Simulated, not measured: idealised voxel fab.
process module | voxel air gaps
cross-section cut | 255 nm wide | cells 5 nm
A cross-section is a grid of square cells, given in bands from the top down. A band is one or more rows of cells.
Each band's line starts with the height of the band's top and of its bottom, in nm. Then come its materials from left to right, each with its width in nm. One material with "throughout" fills the band from edge to edge. "air" is empty space.
Height 0 is the level under which the wafer as received is all one material. The lowest band goes on downwards, as in "0 down".
A width such as "30 to 40" changes by the same amount from each row of cells to the next, from the band's top row to its bottom row.
"no change" after a step means that no cell of the cross-section changed.
closed voids: empty space of 8 cells or more with no open way to the top, each as width x height at its distance from the left edge, in nm
after a step's settings: what the simulator itself notes on the step
overlay nm, on a step with a mask: how far to the right of its planned place the mask lay; to the left if negative
plan
1 op RECEIVE | material Si
2 op CONFORMAL_DEP | material SiO2 | thk nm 15
3 op CONFORMAL_DEP | material SiN | thk nm 5
4 op DIRECTIONAL_DEP | material SiO2 | thk nm 35
5 op MASKED_ETCH | tone open | mask id LINES | width nm 15 | pitch nm 45 | etch materials SiO2 | depth nm 35 | overlay nm 0
6 op CONFORMAL_DEP | material TiN | thk nm 5
7 op FILL_DEP | material W | thk nm 10
8 op CMP | height nm 55
9 op EPI | material Ru | thk nm 10
10 op SELECTIVE_ETCH | etch materials SiO2 | depth nm 45
11 op CONFORMAL_DEP | material SiN | thk nm 5
first wafer, as planned
as received, after step 1
  0 down: Si throughout
  closed voids: none
after step 2
  15 to 0: SiO2 throughout
  below 0: unchanged
after step 3
  20 to 15: SiN throughout
  below 15: unchanged
after step 4
  55 to 20: SiO2 throughout
  below 20: unchanged
after step 5
  55 to 20: SiO2 50 | air 15 | SiO2 30 | air 15 | SiO2 30 | air 15 | SiO2 30 | air 15 | SiO2 55
  below 20: unchanged
after step 6
  60 to 55: TiN 55 | air 5 | TiN 40 | air 5 | TiN 40 | air 5 | TiN 40 | air 5 | TiN 60
  55 to 25: SiO2 50 | TiN 5 | air 5 | TiN 5 | SiO2 30 | TiN 5 | air 5 | TiN 5 | SiO2 30 | TiN 5 | air 5 | TiN 5 | SiO2 30 | TiN 5 | air 5 | TiN 5 | SiO2 55
  25 to 20: SiO2 50 | TiN 15 | SiO2 30 | TiN 15 | SiO2 30 | TiN 15 | SiO2 30 | TiN 15 | SiO2 55
  below 20: unchanged
after step 7
  70 to 60: W throughout
  60 to 55: TiN 55 | W 5 | TiN 40 | W 5 | TiN 40 | W 5 | TiN 40 | W 5 | TiN 60
  55 to 25: SiO2 50 | TiN 5 | W 5 | TiN 5 | SiO2 30 | TiN 5 | W 5 | TiN 5 | SiO2 30 | TiN 5 | W 5 | TiN 5 | SiO2 30 | TiN 5 | W 5 | TiN 5 | SiO2 55
  below 25: unchanged
after step 8
  55 to 25: SiO2 50 | TiN 5 | W 5 | TiN 5 | SiO2 30 | TiN 5 | W 5 | TiN 5 | SiO2 30 | TiN 5 | W 5 | TiN 5 | SiO2 30 | TiN 5 | W 5 | TiN 5 | SiO2 55
  below 25: unchanged
after step 9
  65 to 55: air 40 | Ru 35 | air 10 | Ru 35 | air 10 | Ru 35 | air 10 | Ru 35 | air 45
  below 55: unchanged
after step 10
  65 to 55: air 40 | Ru 35 | air 10 | Ru 35 | air 10 | Ru 35 | air 10 | Ru 35 | air 45
  55 to 25: air 50 | TiN 5 | W 5 | TiN 5 | air 30 | TiN 5 | W 5 | TiN 5 | air 30 | TiN 5 | W 5 | TiN 5 | air 30 | TiN 5 | W 5 | TiN 5 | air 55
  25 to 20: air 50 | TiN 15 | air 30 | TiN 15 | air 30 | TiN 15 | air 30 | TiN 15 | air 55
  below 20: unchanged
after step 11
  70 to 65: air 35 | SiN 180 | air 40
  65 to 55: air 35 | SiN 5 | Ru 35 | SiN 10 | Ru 35 | SiN 10 | Ru 35 | SiN 10 | Ru 35 | SiN 5 | air 40
  55 to 50: air 35 | SiN 15 | TiN 5 | W 5 | TiN 5 | SiN 30 | TiN 5 | W 5 | TiN 5 | SiN 30 | TiN 5 | W 5 | TiN 5 | SiN 30 | TiN 5 | W 5 | TiN 5 | SiN 15 | air 40
  50 to 25: air 45 | SiN 5 | TiN 5 | W 5 | TiN 5 | SiN 5 | air 20 | SiN 5 | TiN 5 | W 5 | TiN 5 | SiN 5 | air 20 | SiN 5 | TiN 5 | W 5 | TiN 5 | SiN 5 | air 20 | SiN 5 | TiN 5 | W 5 | TiN 5 | SiN 5 | air 50
  25 to 20: SiN 50 | TiN 15 | SiN 30 | TiN 15 | SiN 30 | TiN 15 | SiN 30 | TiN 15 | SiN 55
  below 20: unchanged
  closed voids: 20 x 25 at 70; 20 x 25 at 115; 20 x 25 at 160
second wafer: like start, like plan, one mistake. Through step 1 it matches the first wafer
when step 2 should have ended: no change
when step 3 should have ended
  5 to 0: SiN throughout
  below 0: unchanged
when step 4 should have ended
  40 to 5: SiO2 throughout
  below 5: unchanged
when step 5 should have ended
  40 to 5: SiO2 50 | air 15 | SiO2 30 | air 15 | SiO2 30 | air 15 | SiO2 30 | air 15 | SiO2 55
  below 5: unchanged
when step 6 should have ended
  45 to 40: TiN 55 | air 5 | TiN 40 | air 5 | TiN 40 | air 5 | TiN 40 | air 5 | TiN 60
  40 to 10: SiO2 50 | TiN 5 | air 5 | TiN 5 | SiO2 30 | TiN 5 | air 5 | TiN 5 | SiO2 30 | TiN 5 | air 5 | TiN 5 | SiO2 30 | TiN 5 | air 5 | TiN 5 | SiO2 55
  10 to 5: SiO2 50 | TiN 15 | SiO2 30 | TiN 15 | SiO2 30 | TiN 15 | SiO2 30 | TiN 15 | SiO2 55
  below 5: unchanged
when step 7 should have ended
  55 to 45: W throughout
  45 to 40: TiN 55 | W 5 | TiN 40 | W 5 | TiN 40 | W 5 | TiN 40 | W 5 | TiN 60
  40 to 10: SiO2 50 | TiN 5 | W 5 | TiN 5 | SiO2 30 | TiN 5 | W 5 | TiN 5 | SiO2 30 | TiN 5 | W 5 | TiN 5 | SiO2 30 | TiN 5 | W 5 | TiN 5 | SiO2 55
  below 10: unchanged
when step 8 should have ended: no change
when step 9 should have ended
  65 to 55: Ru throughout
  below 55: unchanged
when step 10 should have ended: no change
when step 11 should have ended
  70 to 65: SiN throughout
  below 65: unchanged
what went wrong: step 2 was left out
at the end the second wafer has, in cells: 46 more of Ru | 104 fewer of SiN | 120 more of SiO2 | 47 more of TiN | 106 more of W
closed voids at the end (first wafer, second wafer): 3, 0
